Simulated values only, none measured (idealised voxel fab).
Process module, titled voxel transistor to metal
In the cross-section labelled cut, the width is 270 nm and each square cell is 5 nm.
Just so we're on the same page, the cross-sections are grids of square cells, and they're listed out in bands top to bottom, each band one or more rows deep.
Band: top and bottom heights (nm) first, top before bottom; then materials from left to right, widths in nm. "all across" marks a sole material filling the band edge to edge. "empty" denotes empty space.
Basically, 0 is our baseline, since under it the wafer straight out of the box is all one material. The bottom band has no lower end and keeps on going down, so it looks like "0 and below".
The two numbers in a width such as "30..40" mark its ends across the band: the first belongs to the top row of cells, the second to the bottom row, and from each row to the next the width moves by the same amount.
A step reported as "nothing got changed" is a step in which no cell of the cross-section changed.
"Sealed internal voids" specifies each empty space that is not open to the top and that occupies no fewer than 8 cells, using the form width x height at distance, the distance measured from the left edge and all three quantities in nm.
Formally, on a step line, whatever follows the settings is a remark that the simulator itself makes on the step.
"overlay nm" denotes, for a step that has a mask, the displacement of the mask to the right of its planned place, with negative values corresponding to the left.
# The following list gives the planned process steps
| 1 | RECEIVE with material Si |
| 2 | OXIDIZE with depth nm 5 |
| 3 | CONFORMAL_DEP with material SiN, thk nm 10 |
| 4 | MASKED_ETCH with tone cover, mask id ACTIVE, width nm 110, pitch nm 130, etch materials SiN, depth nm 10, overlay nm 0 |
| 5 | MASKED_ETCH with tone cover, mask id ACTIVE, width nm 110, pitch nm 130, etch materials SiO2, depth nm 5, overlay nm 0 |
| 6 | MASKED_ETCH with tone cover, mask id ACTIVE, width nm 110, pitch nm 130, etch materials Si, depth nm 20, overlay nm 0 |
| 7 | FILL_DEP with material SiO2, thk nm 5 |
| 8 | CMP with height nm 10 |
| 9 | SELECTIVE_ETCH with etch materials SiO2, depth nm 5 |
| 10 | STRIP with etch materials SiN |
| 11 | SELECTIVE_ETCH with etch materials SiO2, depth nm 5 |
| 12 | OXIDIZE with depth nm 5 |
| 13 | DIRECTIONAL_DEP with material polySi, thk nm 25 |
| 14 | DIRECTIONAL_DEP with material SiCN, thk nm 5 |
| 15 | PATTERN with tone cover, mask id GATE, material resist, width nm 20, pitch nm 130, thk nm 20, overlay nm 0 |
| 16 | DIRECTIONAL_ETCH with etch materials SiCN, depth nm 20 |
| 17 | DIRECTIONAL_ETCH with etch materials polySi, depth nm 35 |
| 18 | STRIP with etch materials resist |
| 19 | CONFORMAL_DEP with material SiN, thk nm 5 |
| 20 | DIRECTIONAL_ETCH with etch materials SiN, depth nm 5 |
| 21 | DIRECTIONAL_ETCH with etch materials SiO2, depth nm 5 |
| 22 | EPI with material SiGe, thk nm 5 |
| 23 | FILL_DEP with material SiO2, thk nm 10 |
| 24 | CMP with height nm 30 |
| 25 | DIRECTIONAL_DEP with material SiO2, thk nm 10 |
| 26 | PATTERN with tone open, mask id CONTACT, material resist, width nm 30, thk nm 20, overlay nm 0 |
| 27 | DIRECTIONAL_ETCH with etch materials SiO2, depth nm 45 |
| 28 | STRIP with etch materials resist |
| 29 | CONFORMAL_DEP with material TiN, thk nm 5 |
| 30 | FILL_DEP with material Ru, thk nm 10 |
| 31 | CMP with height nm 40 |
| 32 | DIRECTIONAL_DEP with material TiN, thk nm 5 |
| 33 | DIRECTIONAL_DEP with material W, thk nm 15 |
| 34 | PATTERN with tone cover, mask id METAL_1, material resist, width nm 20, thk nm 15, overlay nm 0 |
| 35 | DIRECTIONAL_ETCH with etch materials W, depth nm 15 |
| 36 | DIRECTIONAL_ETCH with etch materials TiN, depth nm 5 |
| 37 | STRIP with etch materials resist |
| 38 | CONFORMAL_DEP with material SiN, thk nm 5 |
| 39 | FILL_DEP with material SiO2, thk nm 5 |
| 40 | CMP with height nm 60 |
| 41 | CONFORMAL_DEP with material SiN, thk nm 5 |
Where the wafers of this document differ is in the thk nm of step 14; they start out the same, and the plan states the value that applied to the first wafer.
# Received condition of the first of several wafers, sectioned: post-step 1
0 and below = Si all across
Sealed internal voids: none
# Every row in this table is a wafer at the end of the module, and it gives, for each of the materials, the cells that wafer has gained (+) or lost (-) since it was received, then its closed voids
thk nm 5, +128 Ru, -138 Si, +8 SiCN, +32 SiGe, +144 SiN, +336 SiO2, +104 TiN, +48 W, +40 polySi, Sealed internal voids: none
thk nm 10, +128 Ru, -138 Si, +16 SiCN, +32 SiGe, +148 SiN, +324 SiO2, +104 TiN, +48 W, +40 polySi, Sealed internal voids: none
thk nm 15, +128 Ru, -138 Si, +16 SiCN, +32 SiGe, +148 SiN, +324 SiO2, +104 TiN, +48 W, +40 polySi, Sealed internal voids: none
thk nm 20, +128 Ru, -138 Si, +16 SiCN, +32 SiGe, +148 SiN, +324 SiO2, +104 TiN, +48 W, +40 polySi, Sealed internal voids: none
thk nm 25, +32 Ru, -138 Si, +62 SiCN, +124 SiN, +248 SiO2, +56 TiN, +48 W, +270 polySi, Sealed internal voids: none
